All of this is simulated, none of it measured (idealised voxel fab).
Module name: voxel transistor to metal (process module)
Each square cell in cross-section cut measures 5 nm, and the section as a whole is 260 nm wide.
A cross-section in this document is a grid of square cells, and it is written down as bands, the top band listed before the ones below it; a band is made up of one or more rows of cells. The band entry comprises the height of the band's top followed by the height of its bottom, expressed in nm, and subsequently the band's materials from left to right, each stated together with its width in nm. Where a single material is marked with the word "everywhere", that material fills the band from edge to edge. The word "blank" represents empty space. Ref level 0: as-received wafer is one material below here. Bottom band extends down with no lower bound ("0 nm and below"). So if you see something like "30..40" for the width, read it as the top row of the band sitting at the first number and the bottom row at the second, with every row in between moving by the same amount as the last. Given "nothing was modified" for a step, no cell of the cross-section differs between before and after that step. Voids, sealed: empty space of 8 cells or more with no open way to the top, each as width x height at its distance from the left edge, in nm. Formally, on a step line, whatever follows the settings is a remark that the simulator itself makes on the step. "overlay nm", when on a step's line for a step with a mask, measures how far to the right of its planned place the mask lay; a negative measure means to the left.

### The planned process steps are enumerated hereunder
step 1: RECEIVE, material Si
step 2: CONFORMAL_DEP, material SiO2, thk nm 5
step 3: CONFORMAL_DEP, material SiN, thk nm 15
step 4: PATTERN, tone cover, mask id ACTIVE, material resist, width nm 90, pitch nm 120, thk nm 20, overlay nm 0
step 5: DIRECTIONAL_ETCH, etch materials SiN, depth nm 15
step 6: DIRECTIONAL_ETCH, etch materials SiO2, depth nm 5
step 7: DIRECTIONAL_ETCH, etch materials Si, depth nm 30
step 8: STRIP, etch materials resist
step 9: FILL_DEP, material SiO2, thk nm 5
step 10: CMP, height nm 20
step 11: SELECTIVE_ETCH, etch materials SiO2, depth nm 15
step 12: STRIP, etch materials SiN
step 13: SELECTIVE_ETCH, etch materials SiO2, depth nm 5
step 14: OXIDIZE, depth nm 5
step 15: DIRECTIONAL_DEP, material polySi, thk nm 25
step 16: DIRECTIONAL_DEP, material SiCN, thk nm 10
step 17: MASKED_ETCH, tone cover, mask id GATE, width nm 20, pitch nm 120, etch materials SiCN, depth nm 20, overlay nm 0
step 18: MASKED_ETCH, tone cover, mask id GATE, width nm 20, pitch nm 120, etch materials polySi, depth nm 35, overlay nm 0
step 19: CONFORMAL_DEP, material SiN, thk nm 5
step 20: DIRECTIONAL_ETCH, etch materials SiN, depth nm 5
step 21: DIRECTIONAL_ETCH, etch materials SiO2, depth nm 5
step 22: EPI, material SiGe, thk nm 5
step 23: FILL_DEP, material SiO2, thk nm 5
step 24: CMP, height nm 35
step 25: DIRECTIONAL_DEP, material SiO2, thk nm 10
step 26: DIRECTIONAL_DEP, material aC, thk nm 15
step 27: PATTERN, tone open, mask id CONTACT, material resist, width nm 25, thk nm 30, overlay nm 0
step 28: DIRECTIONAL_ETCH, etch materials aC, depth nm 15
step 29: STRIP, etch materials resist
step 30: DIRECTIONAL_ETCH, etch materials SiO2, depth nm 45
step 31: STRIP, etch materials aC
step 32: CONFORMAL_DEP, material TiN, thk nm 5
step 33: FILL_DEP, material W, thk nm 10
step 34: CMP, height nm 45
step 35: CONFORMAL_DEP, material SiN, thk nm 5
step 36: DIRECTIONAL_DEP, material SiO2, thk nm 25
step 37: DIRECTIONAL_DEP, material aC, thk nm 15
step 38: PATTERN, tone open, mask id METAL_1, material resist, width nm 15, thk nm 35, overlay nm 0
step 39: DIRECTIONAL_ETCH, etch materials aC, depth nm 15
step 40: STRIP, etch materials resist
step 41: DIRECTIONAL_ETCH, etch materials SiO2, depth nm 25
step 42: DIRECTIONAL_ETCH, etch materials SiN, depth nm 5
step 43: STRIP, etch materials aC
step 44: CONFORMAL_DEP, material TiN, thk nm 5
step 45: FILL_DEP, material Cu, thk nm 5
step 46: CMP, height nm 75
step 47: EPI, material Ru, thk nm 5
step 48: FILL_DEP, material SiCN, thk nm 5
step 49: DIRECTIONAL_DEP, material lowk, thk nm 25
step 50: PATTERN, tone open, mask id METAL_2, material resist, width nm 15, pitch nm 120, thk nm 15, overlay nm 0
step 51: DIRECTIONAL_ETCH, etch materials lowk, depth nm 15
step 52: STRIP, etch materials resist
step 53: DIRECTIONAL_DEP, material aC, thk nm 10
step 54: PATTERN, tone open, mask id METAL_2_HOLES, material resist, width nm 15, pitch nm 120, thk nm 30, overlay nm 0
step 55: DIRECTIONAL_ETCH, etch materials aC, depth nm 10
step 56: STRIP, etch materials resist
step 57: DIRECTIONAL_ETCH, etch materials lowk, depth nm 10
step 58: DIRECTIONAL_ETCH, etch materials SiCN, depth nm 5
step 59: STRIP, etch materials aC
step 60: CONFORMAL_DEP, material TiN, thk nm 5
step 61: FILL_DEP, material Cu, thk nm 5
step 62: CMP, height nm 110
step 63: CONFORMAL_DEP, material SiN, thk nm 5

### Cross-section, incoming material, after step 1
	0 nm and below = Si everywhere
	Voids, sealed: none

### Here's the cross-section of the first of our two wafers at the end of the module - it ran as planned
	115 nm to 110 nm = SiN everywhere
	110 nm to 85 nm = lowk 30 nm, TiN 5 nm, Cu 5 nm, TiN 5 nm, lowk 105 nm, TiN 5 nm, Cu 5 nm, TiN 5 nm, lowk 95 nm
	85 nm to 80 nm = SiCN 30 nm, TiN 15 nm, SiCN 105 nm, TiN 15 nm, SiCN 95 nm
	80 nm to 75 nm = SiCN 25 nm, Ru 25 nm, SiCN 40 nm, Ru 25 nm, SiCN 30 nm, Ru 25 nm, SiCN 40 nm, Ru 25 nm, SiCN 25 nm
	75 nm to 50 nm = SiO2 30 nm, TiN 5 nm, Cu 5 nm, TiN 5 nm, SiO2 50 nm, TiN 5 nm, Cu 5 nm, TiN 5 nm, SiO2 40 nm, TiN 5 nm, Cu 5 nm, TiN 5 nm, SiO2 50 nm, TiN 5 nm, Cu 5 nm, TiN 5 nm, SiO2 30 nm
	50 nm to 45 nm = SiN 30 nm, TiN 15 nm, SiN 50 nm, TiN 15 nm, SiN 40 nm, TiN 15 nm, SiN 50 nm, TiN 15 nm, SiN 30 nm
	45 nm to 35 nm = SiO2 30 nm, TiN 5 nm, W 15 nm, TiN 5 nm, SiO2 30 nm, TiN 5 nm, W 15 nm, TiN 5 nm, SiO2 40 nm, TiN 5 nm, W 15 nm, TiN 5 nm, SiO2 30 nm, TiN 5 nm, W 15 nm, TiN 5 nm, SiO2 30 nm
	35 nm to 25 nm = SiO2 30 nm, TiN 5 nm, W 15 nm, TiN 5 nm, SiN 5 nm, SiCN 20 nm, SiN 5 nm, TiN 5 nm, W 15 nm, TiN 5 nm, SiO2 40 nm, TiN 5 nm, W 15 nm, TiN 5 nm, SiN 5 nm, SiCN 20 nm, SiN 5 nm, TiN 5 nm, W 15 nm, TiN 5 nm, SiO2 30 nm
	25 nm to 5 nm = SiO2 30 nm, TiN 5 nm, W 15 nm, TiN 5 nm, SiN 5 nm, polySi 20 nm, SiN 5 nm, TiN 5 nm, W 15 nm, TiN 5 nm, SiO2 40 nm, TiN 5 nm, W 15 nm, TiN 5 nm, SiN 5 nm, polySi 20 nm, SiN 5 nm, TiN 5 nm, W 15 nm, TiN 5 nm, SiO2 30 nm
	5 nm to 0 nm = SiO2 30 nm, TiN 25 nm, SiN 5 nm, polySi 20 nm, SiN 5 nm, TiN 25 nm, SiO2 40 nm, TiN 25 nm, SiN 5 nm, polySi 20 nm, SiN 5 nm, TiN 25 nm, SiO2 30 nm
	0 nm to -5 nm = SiO2 20 nm, SiGe 35 nm, SiO2 30 nm, SiGe 35 nm, SiO2 20 nm, SiGe 35 nm, SiO2 30 nm, SiGe 35 nm, SiO2 20 nm
	-5 nm to -30 nm = SiO2 25 nm, Si 90 nm, SiO2 30 nm, Si 90 nm, SiO2 25 nm
	-30 nm and below = Si everywhere
	Voids, sealed: none

### Here's the second of our two wafers sectioned at module end. Same start as the first, same plan, but one mistake got made running it
	115 nm to 110 nm = SiN everywhere
	110 nm to 85 nm = lowk 30 nm, TiN 5 nm, Cu 5 nm, TiN 5 nm, lowk 105 nm, TiN 5 nm, Cu 5 nm, TiN 5 nm, lowk 95 nm
	85 nm to 80 nm = SiCN 30 nm, TiN 15 nm, SiCN 105 nm, TiN 15 nm, SiCN 95 nm
	80 nm to 75 nm = SiCN 25 nm, Ru 25 nm, SiCN 40 nm, Ru 25 nm, SiCN 30 nm, Ru 25 nm, SiCN 40 nm, Ru 25 nm, SiCN 25 nm
	75 nm to 50 nm = SiO2 30 nm, TiN 5 nm, Cu 5 nm, TiN 5 nm, SiO2 50 nm, TiN 5 nm, Cu 5 nm, TiN 5 nm, SiO2 40 nm, TiN 5 nm, Cu 5 nm, TiN 5 nm, SiO2 50 nm, TiN 5 nm, Cu 5 nm, TiN 5 nm, SiO2 30 nm
	50 nm to 45 nm = SiN 30 nm, TiN 15 nm, SiN 50 nm, TiN 15 nm, SiN 40 nm, TiN 15 nm, SiN 50 nm, TiN 15 nm, SiN 30 nm
	45 nm to 40 nm = SiO2 30 nm, TiN 5 nm, W 15 nm, TiN 5 nm, SiO2 30 nm, TiN 5 nm, W 15 nm, TiN 5 nm, SiO2 40 nm, TiN 5 nm, W 15 nm, TiN 5 nm, SiO2 30 nm, TiN 5 nm, W 15 nm, TiN 5 nm, SiO2 30 nm
	40 nm to 35 nm = SiO2 30 nm, TiN 25 nm, SiO2 30 nm, TiN 25 nm, SiO2 40 nm, TiN 25 nm, SiO2 30 nm, TiN 25 nm, SiO2 30 nm
	35 nm to 25 nm = TiN 55 nm, SiN 5 nm, SiCN 20 nm, SiN 5 nm, TiN 90 nm, SiN 5 nm, SiCN 20 nm, SiN 5 nm, TiN 55 nm
	25 nm to 0 nm = TiN 55 nm, SiN 5 nm, polySi 20 nm, SiN 5 nm, TiN 90 nm, SiN 5 nm, polySi 20 nm, SiN 5 nm, TiN 55 nm
	0 nm to -5 nm = TiN 20 nm, SiGe 35 nm, SiO2 30 nm, SiGe 35 nm, TiN 20 nm, SiGe 35 nm, SiO2 30 nm, SiGe 35 nm, TiN 20 nm
	-5 nm to -30 nm = SiO2 25 nm, Si 90 nm, SiO2 30 nm, Si 90 nm, SiO2 25 nm
	-30 nm and below = Si everywhere
	Voids, sealed: none
What was done differently from what was planned? step 23 was processed under conditions differing from the plan, specifically as FILL_DEP, material TiN, thk nm 5
Once processing is complete, comparing cell counts shows that the second wafer has more or fewer of certain materials than the first: SiO2 -152 | TiN +236 | W -84
